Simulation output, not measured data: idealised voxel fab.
Process module in this document: voxel released beams
Each square cell in cross-section cut measures 5 nm, and the section as a whole is 170 nm wide.
Notation: cross-section as square-cell grid; stated in bands, top first, going down; one or more cell rows per band.
Band: top height; bottom height; in nm. Then, left to right: material with width in nm, for each material. "all across": a single material spanning edge to edge. "blank": empty space.
All heights in this document are referenced to 0, defined as the level beneath which the wafer, as received, consists entirely of one material. The lowest band is not bounded below; it extends indefinitely downward and is written in the form "0 down".
The expression "30->40" gives the width at the extremes of the band, the first number at its top row of cells and the second at its bottom row, with the width changing by equal amounts from each row to the next in between.
The cross-section has no changed cell in any step marked "remains unaltered".
Entry "Closed cavity list" = empty spaces >= 8 cells with no open way to the top; each as width x height at distance, distance from left edge, all nm.
Note: text after step settings on the step line = simulator remark on that step.
overlay nm: where the mask lay relative to plan, measured to the right, on steps with a mask; negatives go left.
BELOW IS THE LIST OF PLANNED PROCESS STEPS
- 1: RECEIVE with material Si
- 2: CONFORMAL_DEP with material Al2O3, thk nm 5
- 3: DIRECTIONAL_DEP with material SiO2, thk nm 20
- 4: PATTERN with tone open, mask id ANCHOR, material resist, width nm 40, thk nm 20, overlay nm 0
- 5: DIRECTIONAL_ETCH with etch materials SiO2, depth nm 20
- 6: STRIP with etch materials resist
- 7: CONFORMAL_DEP with material SiN, thk nm 15
- 8: MASKED_ETCH with tone cover, mask id BEAM, width nm 85, etch materials SiN, depth nm 15, overlay nm 0
- 9: STRIP with etch materials SiO2
AS RECEIVED, AFTER STEP 1
0 down  Si all across
Closed cavity list: none
THE CROSS-SECTION SHOWN CORRESPONDS TO THE WAFER AT THE CONCLUSION OF THE MODULE. THE INITIAL STRUCTURE AND THE PROCESS PLAN ARE THOSE PRESENTED ABOVE; HOWEVER, ONE MISTAKE OCCURRED IN EXECUTING THE PLAN
0 down  Si all across
Closed cavity list: none
So what did we get wrong on this run? step 2 ran differently from the plan; actual operation with settings: CONFORMAL_DEP with material SiO2, thk nm 5
